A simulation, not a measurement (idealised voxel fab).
Name of the process module below: voxel transistor to metal
Xsec cut, 195 nm wide, square cell size 5 nm.
We lay out every cross-section as a grid of square cells and spell it out in bands from the top down, where one band means one or more rows of cells.
The entry gives the band's vertical extent as a top height and a bottom height in nm, then its horizontal make-up as materials from left to right, each with a width in nm. "air" stands for empty space; a single material marked "edge to edge" fills the band edge to edge.
The level at which height equals 0 is the one under which the wafer, as it arrives, is entirely one material. No lower edge exists for the bottom band, which continues downward and is notated as in "from 0 down".
Width "30..40": first value at the band's top row of cells, second value at its bottom row, equal change from row to row.
Where a step carries "identical to before", the cross-section came out of it unchanged, cell for cell.
In the "Unvented cavities" entry, you get each enclosed empty space of 8 cells or more, one with no open way to the top, written width x height at distance, distance from the left edge, in nm.
On each step's line, the part that comes after the settings is the simulator's own comment on the step.
When a step includes a mask, the "overlay nm" setting on its line states how far to the right of its planned place that mask lay, and negative values state how far to the left.
-- Planned step list for the process
1 RECEIVE (material Si)
2 CONFORMAL_DEP (material SiO2; thk nm 5)
3 CONFORMAL_DEP (material SiN; thk nm 10)
4 PATTERN (tone cover; mask id ACTIVE; material resist; width nm 110; thk nm 20; overlay nm 0)
5 DIRECTIONAL_ETCH (etch materials SiN; depth nm 10)
6 DIRECTIONAL_ETCH (etch materials SiO2; depth nm 5)
7 DIRECTIONAL_ETCH (etch materials Si; depth nm 20)
8 STRIP (etch materials resist)
9 FILL_DEP (material SiO2; thk nm 5)
10 CMP (height nm 15)
11 SELECTIVE_ETCH (etch materials SiO2; depth nm 5)
12 STRIP (etch materials SiN)
13 SELECTIVE_ETCH (etch materials SiO2; depth nm 5)
14 OXIDIZE (depth nm 5)
15 DIRECTIONAL_DEP (material polySi; thk nm 20)
16 DIRECTIONAL_DEP (material SiCN; thk nm 15)
17 MASKED_ETCH (tone cover; mask id GATE; width nm 30; etch materials SiCN; depth nm 25; overlay nm 0)
18 MASKED_ETCH (tone cover; mask id GATE; width nm 30; etch materials polySi; depth nm 30; overlay nm 0)
19 CONFORMAL_DEP (material SiN; thk nm 5)
20 DIRECTIONAL_ETCH (etch materials SiN; depth nm 5)
21 DIRECTIONAL_ETCH (etch materials SiO2; depth nm 5)
22 EPI (material nSi; thk nm 5)
23 FILL_DEP (material SiO2; thk nm 10)
24 CMP (height nm 20)
25 STRIP (etch materials polySi)
26 SELECTIVE_ETCH (etch materials SiO2; depth nm 5)
27 CONFORMAL_DEP (material HfO2; thk nm 5)
28 CONFORMAL_DEP (material TiN; thk nm 5)
29 FILL_DEP (material W; thk nm 5)
30 CMP (height nm 15)
31 DIRECTIONAL_DEP (material SiO2; thk nm 15)
32 DIRECTIONAL_DEP (material aC; thk nm 15)
33 PATTERN (tone open; mask id CONTACT; material resist; width nm 15; pitch nm 75; thk nm 35; overlay nm 0)
34 DIRECTIONAL_ETCH (etch materials aC; depth nm 15)
35 STRIP (etch materials resist)
36 DIRECTIONAL_ETCH (etch materials SiO2; depth nm 30)
37 STRIP (etch materials aC)
38 CONFORMAL_DEP (material TiN; thk nm 5)
39 FILL_DEP (material Ru; thk nm 10)
40 CMP (height nm 30)
41 DIRECTIONAL_DEP (material TiN; thk nm 5)
42 DIRECTIONAL_DEP (material Ru; thk nm 20)
43 MASKED_ETCH (tone cover; mask id METAL_1; width nm 15; pitch nm 75; etch materials Ru; depth nm 20; overlay nm 0)
44 MASKED_ETCH (tone cover; mask id METAL_1; width nm 15; pitch nm 75; etch materials TiN; depth nm 5; overlay nm 0)
45 FILL_DEP (material lowk; thk nm 5)
46 CMP (height nm 55)
47 CONFORMAL_DEP (material SiCN; thk nm 5)
48 DIRECTIONAL_DEP (material lowk; thk nm 35)
49 DIRECTIONAL_DEP (material aC; thk nm 15)
50 PATTERN (tone open; mask id METAL_2; material resist; width nm 15; pitch nm 75; thk nm 35; overlay nm 0)
51 DIRECTIONAL_ETCH (etch materials aC; depth nm 15)
52 STRIP (etch materials resist)
53 DIRECTIONAL_ETCH (etch materials lowk; depth nm 20)
54 STRIP (etch materials aC)
55 DIRECTIONAL_DEP (material aC; thk nm 15)
56 PATTERN (tone open; mask id METAL_2_HOLES; material resist; width nm 15; pitch nm 75; thk nm 35; overlay nm 0)
57 DIRECTIONAL_ETCH (etch materials aC; depth nm 15)
58 STRIP (etch materials resist)
59 DIRECTIONAL_ETCH (etch materials lowk; depth nm 15)
60 DIRECTIONAL_ETCH (etch materials SiCN; depth nm 5)
61 STRIP (etch materials aC)
62 CONFORMAL_DEP (material TiN; thk nm 5)
63 FILL_DEP (material Ru; thk nm 5)
64 CMP (height nm 95)
65 CONFORMAL_DEP (material SiN; thk nm 5)
The width nm used in step 33 is not the same on every wafer, whereas the starting condition is; the value printed in the plan is the first wafer's.
-- The as-received cross-section of the first of several wafers corresponds to the state after step 1
> from 0 down: Si edge to edge
> Unvented cavities: none
-- End of module: cross-section of the first of several wafers after step 65, the last step
> from 100 to 95: SiN edge to edge
> from 95 to 60: lowk 50; TiN 5; Ru 5; TiN 5; lowk 60; TiN 5; Ru 5; TiN 5; lowk 55
> from 60 to 55: SiCN 50; TiN 15; SiCN 60; TiN 15; SiCN 55
> from 55 to 35: lowk 50; Ru 15; lowk 60; Ru 15; lowk 55
> from 35 to 30: lowk 50; TiN 15; lowk 60; TiN 15; lowk 55
> from 30 to 15: SiO2 50; TiN 5; Ru 5; TiN 5; SiO2 60; TiN 5; Ru 5; TiN 5; SiO2 55
> from 15 to 5: SiO2 50; TiN 5; Ru 5; TiN 5; SiO2 10; SiN 5; HfO2 5; TiN 5; W 10; TiN 5; HfO2 5; SiN 5; SiO2 10; TiN 5; Ru 5; TiN 5; SiO2 55
> from 5 to 0: SiO2 35; SiN 5; SiO2 10; TiN 15; SiO2 10; SiN 5; HfO2 5; TiN 20; HfO2 5; SiN 5; SiO2 10; TiN 15; SiO2 10; SiN 5; SiO2 40
> from 0 to -5: SiO2 40; nSi 35; HfO2 40; nSi 35; SiO2 45
> from -5 to -20: SiO2 40; Si 110; SiO2 45
> from -20 down: Si edge to edge
> Unvented cavities: none
-- X-section, last wafer, module end
> from 100 to 95: SiN edge to edge
> from 95 to 60: lowk 50; TiN 5; Ru 5; TiN 5; lowk 60; TiN 5; Ru 5; TiN 5; lowk 55
> from 60 to 55: SiCN 50; TiN 15; SiCN 60; TiN 15; SiCN 55
> from 55 to 35: lowk 50; Ru 15; lowk 60; Ru 15; lowk 55
> from 35 to 30: lowk 50; TiN 15; lowk 60; TiN 15; lowk 55
> from 30 to 15: SiO2 45; TiN 5; Ru 20; TiN 5; SiO2 45; TiN 5; Ru 20; TiN 5; SiO2 45
> from 15 to 5: SiO2 45; TiN 5; Ru 20; TiN 5; SiN 5; HfO2 5; TiN 5; W 10; TiN 5; HfO2 5; SiN 5; SiO2 5; TiN 5; Ru 20; TiN 5; SiO2 45
> from 5 to 0: SiO2 35; SiN 5; SiO2 5; TiN 30; SiN 5; HfO2 5; TiN 20; HfO2 5; SiN 5; SiO2 5; TiN 30; SiN 5; SiO2 40
> from 0 to -5: SiO2 40; nSi 35; HfO2 40; nSi 35; SiO2 45
> from -5 to -20: SiO2 40; Si 110; SiO2 45
> from -20 down: Si edge to edge
> Unvented cavities: none
-- Below is a per-wafer table. In it, each row describes the wafer at the end of the module by giving, for each material, the number of cells gained (+) or lost (-) since the wafer was received, and after that the closed voids of the wafer
width nm 15 | +14 HfO2 | +48 Ru | -90 Si | +33 SiCN | +47 SiN | +240 SiO2 | +74 TiN | +4 W | +396 lowk | +14 nSi | Unvented cavities: none
width nm 20 | +14 HfO2 | +58 Ru | -90 Si | +33 SiCN | +47 SiN | +228 SiO2 | +76 TiN | +4 W | +396 lowk | +14 nSi | Unvented cavities: none
width nm 25 | +14 HfO2 | +68 Ru | -90 Si | +33 SiCN | +47 SiN | +216 SiO2 | +78 TiN | +4 W | +396 lowk | +14 nSi | Unvented cavities: none
width nm 30 | +14 HfO2 | +78 Ru | -90 Si | +33 SiCN | +47 SiN | +204 SiO2 | +80 TiN | +4 W | +396 lowk | +14 nSi | Unvented cavities: none
